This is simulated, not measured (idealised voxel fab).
Process module in this document: voxel released beams
Pictured: cross-section cut, 290 nm wide, on a grid of 5 nm square cells.
Each cross-section below is a grid of square cells, stated as bands in top-down order, with one or more rows of cells making up each band.
Read a band's entry like this: the first values are the height of its top and the height of its bottom in nm, and what follows is the sequence of materials from left to right, each with its width in nm. Note that "empty" is empty space, and that a single material marked "all across" reaches across the band from edge to edge.
Basically, 0 is our baseline, since under it the wafer straight out of the box is all one material. The bottom band has no lower end and keeps on going down, so it looks like "z 0 and below".
You'd read "30 to 40" like this: the band's top row of cells is as wide as the first number, its bottom row is as wide as the second, and going down, every row changes width by the same amount as the row before did.
Take "no alteration" at face value: in the step it is given for, the cross-section changed in none of its cells.
If an empty space has no open way to the top and is at least 8 cells in size, "Fully sealed cavities" lists it, written width x height at distance, where distance is measured from the left edge and every value is in nm.
If you see something after the settings on a step's line, that's the simulator's own remark about that step.
"overlay nm", when on a step's line for a step with a mask, measures how far to the right of its planned place the mask lay; a negative measure means to the left.

### Process steps (planned)
1) RECEIVE (material Si)
2) CONFORMAL_DEP (material Al2O3; thk nm 10)
3) DIRECTIONAL_DEP (material SiO2; thk nm 20)
4) DIRECTIONAL_DEP (material aC; thk nm 10)
5) PATTERN (tone open; mask id ANCHOR; material resist; width nm 40; thk nm 30; overlay nm 0)
6) DIRECTIONAL_ETCH (etch materials aC; depth nm 10)
7) STRIP (etch materials resist)
8) DIRECTIONAL_ETCH (etch materials SiO2; depth nm 20)
9) STRIP (etch materials aC)
10) CONFORMAL_DEP (material SiN; thk nm 15)
11) PATTERN (tone cover; mask id BEAM; material resist; width nm 115; thk nm 15; overlay nm 0)
12) DIRECTIONAL_ETCH (etch materials SiN; depth nm 15)
13) STRIP (etch materials resist)
14) STRIP (etch materials SiO2)

### Run as planned: first of two wafers

### The cross-section here shows the wafer as received, i.e. in its state after step 1
	z 0 and below = Si all across
	Fully sealed cavities: none

### The wafer, seen in cross-section, after step 2
	z 10 to 0 = Al2O3 all across
	Nothing below the height 0 has changed.

### The wafer, seen in cross-section, after step 3
	z 30 to 10 = SiO2 all across
	Nothing below the height 10 has changed.

### The wafer, seen in cross-section, after step 4
	z 40 to 30 = aC all across
	Nothing below the height 30 has changed.

### The wafer, seen in cross-section, after step 5
	z 70 to 40 = 90 nm resist | 40 nm empty | 160 nm resist
	Nothing below the height 40 has changed.

### The wafer, seen in cross-section, after step 6
	z 60 to 40 = 90 nm resist | 40 nm empty | 160 nm resist
	z 40 to 30 = 90 nm aC | 40 nm empty | 160 nm aC
	Nothing below the height 30 has changed.

### The wafer, seen in cross-section, after step 7
	z 40 to 30 = 90 nm aC | 40 nm empty | 160 nm aC
	Nothing below the height 30 has changed.

### The wafer, seen in cross-section, after step 8
	z 40 to 30 = 90 nm aC | 40 nm empty | 160 nm aC
	z 30 to 10 = 90 nm SiO2 | 40 nm empty | 160 nm SiO2
	Nothing below the height 10 has changed.

### The wafer, seen in cross-section, after step 9
	z 30 to 10 = 90 nm SiO2 | 40 nm empty | 160 nm SiO2
	Nothing below the height 10 has changed.

### The wafer, seen in cross-section, after step 10
	z 45 to 30 = 105 nm SiN | 10 nm empty | 175 nm SiN
	z 30 to 25 = 90 nm SiO2 | 15 nm SiN | 10 nm empty | 15 nm SiN | 160 nm SiO2
	z 25 to 10 = 90 nm SiO2 | 40 nm SiN | 160 nm SiO2
	Nothing below the height 10 has changed.

### The wafer, seen in cross-section, after step 11
	z 60 to 45 = 85 nm empty | 115 nm resist | 90 nm empty
	z 45 to 30 = 105 nm SiN | 10 nm resist | 175 nm SiN
	z 30 to 25 = 90 nm SiO2 | 15 nm SiN | 10 nm resist | 15 nm SiN | 160 nm SiO2
	Nothing below the height 25 has changed.

### The wafer, seen in cross-section, after step 12
	z 60 to 45 = 85 nm empty | 115 nm resist | 90 nm empty
	z 45 to 30 = 85 nm empty | 20 nm SiN | 10 nm resist | 85 nm SiN | 90 nm empty
	Nothing below the height 30 has changed.

### The wafer, seen in cross-section, after step 13
	z 45 to 30 = 85 nm empty | 20 nm SiN | 10 nm empty | 85 nm SiN | 90 nm empty
	z 30 to 25 = 90 nm SiO2 | 15 nm SiN | 10 nm empty | 15 nm SiN | 160 nm SiO2
	Nothing below the height 25 has changed.

### The wafer, seen in cross-section, after step 14
	z 45 to 30 = 85 nm empty | 20 nm SiN | 10 nm empty | 85 nm SiN | 90 nm empty
	z 30 to 25 = 90 nm empty | 15 nm SiN | 10 nm empty | 15 nm SiN | 160 nm empty
	z 25 to 10 = 90 nm empty | 40 nm SiN | 160 nm empty
	Nothing below the height 10 has changed.

### Regarding the second of the two wafers: it shared the first wafer's starting condition and process plan, yet one error occurred during its execution. Its history coincides with that of the first wafer up to and including step 11

### when step 12 should have ended
	z 60 to 45 = 85 nm empty | 115 nm resist | 90 nm empty
	z 45 to 35 = 85 nm empty | 20 nm SiN | 10 nm resist | 85 nm SiN | 90 nm empty
	Nothing below the height 35 has changed.

### when step 13 should have ended
	z 45 to 35 = 85 nm empty | 20 nm SiN | 10 nm empty | 85 nm SiN | 90 nm empty
	z 35 to 30 = 105 nm SiN | 10 nm empty | 175 nm SiN
	z 30 to 25 = 90 nm SiO2 | 15 nm SiN | 10 nm empty | 15 nm SiN | 160 nm SiO2
	Nothing below the height 25 has changed.

when step 14 should have ended: no alteration
What went wrong in running the wafer? not per plan at step 12, really ran DIRECTIONAL_ETCH (etch materials SiN; depth nm 10)
Final difference in cells, second wafer against first, listed per material as more or fewer: +35 SiN | +200 SiO2
